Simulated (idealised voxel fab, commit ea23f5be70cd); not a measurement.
This section sets out a process module, namely voxel self aligned vias.
The cross-section on display is named cut; it measures 200 nm wide, and its cells are 5 nm squares.
Format of a cross-section: grid, square cells. Given as bands. Order: top down. Band: one or more rows of cells.
The band entry comprises the height of the band's top followed by the height of its bottom, expressed in nm, and subsequently the band's materials from left to right, each stated together with its width in nm. Where a single material is marked with the word "full width", that material fills the band from edge to edge. The word "blank" represents empty space.
Convention: height 0 is the level below which the wafer, as received, is all one material. The lowest band does not terminate at the bottom but continues downward, represented as "0 nm and below".
Graded width ("30->40"): value in top row of band = first number; value in bottom row = second number; row-to-row change constant.
Step marked "nothing different"? Then no cell in the cross-section changed in it.
"Entrapped voids" means: voids of 8 cells or more that are shut off from the top with no open way through. Written width x height at distance, distance from the left edge, in nm.
It should be noted that, on the line of a given step, the content following the step's settings is a remark produced by the simulator itself with respect to that step.
When a step includes a mask, the "overlay nm" setting on its line states how far to the right of its planned place that mask lay, and negative values state how far to the left.
[plan]
1 RECEIVE [material Si]
2 CONFORMAL_DEP [material SiO2] [thk nm 10]
3 CONFORMAL_DEP [material SiCN] [thk nm 5]
4 DIRECTIONAL_DEP [material SiO2] [thk nm 30]
5 PATTERN [tone open] [mask id LINES] [material resist] [width nm 30] [pitch nm 70] [thk nm 15] [overlay nm 0]
6 DIRECTIONAL_ETCH [etch materials SiO2] [depth nm 30]
7 STRIP [etch materials resist]
8 CONFORMAL_DEP [material TiN] [thk nm 5]
9 FILL_DEP [material Ru] [thk nm 10]
10 CMP [height nm 45]
11 SELECTIVE_ETCH [etch materials W Ru TiN] [depth nm 5]
12 FILL_DEP [material SiN] [thk nm 5]
13 CMP [height nm 45]
14 DIRECTIONAL_DEP [material SiO2] [thk nm 20]
15 PATTERN [tone open] [mask id VIAS] [material resist] [width nm 50] [pitch nm 70] [thk nm 15] [overlay nm 0]
16 DIRECTIONAL_ETCH [etch materials SiO2] [depth nm 20]
17 DIRECTIONAL_ETCH [etch materials SiN] [depth nm 5]
18 STRIP [etch materials resist]
19 CONFORMAL_DEP [material TiN] [thk nm 5]
20 FILL_DEP [material W] [thk nm 5]
21 CMP [height nm 65]
22 CONFORMAL_DEP [material SiCN] [thk nm 5]
[Incoming wafer in cross-section (state: after step 1)]
> 0 nm and below = Si full width
> Entrapped voids: none
[Below is the wafer in cross-section after the module was completed. It began from the starting point shown above and followed the plan shown above, except that one mistake was made while running it]
> 70 nm to 65 nm = SiCN full width
> 65 nm to 50 nm = SiO2: 40; TiN: 5; W: 40; TiN: 5; SiO2: 20; TiN: 5; W: 40; TiN: 5; SiO2: 40
> 50 nm to 45 nm = SiO2: 40; TiN: 15; W: 20; TiN: 15; SiO2: 20; TiN: 15; W: 20; TiN: 15; SiO2: 40
> 45 nm to 40 nm = SiO2: 50; TiN: 30; SiO2: 40; TiN: 30; SiO2: 50
> 40 nm to 20 nm = SiO2: 50; TiN: 5; Ru: 20; TiN: 5; SiO2: 40; TiN: 5; Ru: 20; TiN: 5; SiO2: 50
> 20 nm to 15 nm = SiO2: 50; TiN: 30; SiO2: 40; TiN: 30; SiO2: 50
> 15 nm to 5 nm = SiO2 full width
> 5 nm to 0 nm = SiCN full width
> 0 nm and below = Si full width
> Entrapped voids: none
What was the processing mistake? the intended sequence of steps 2 and 3 was reversed during processing, with each occupying the position of the other
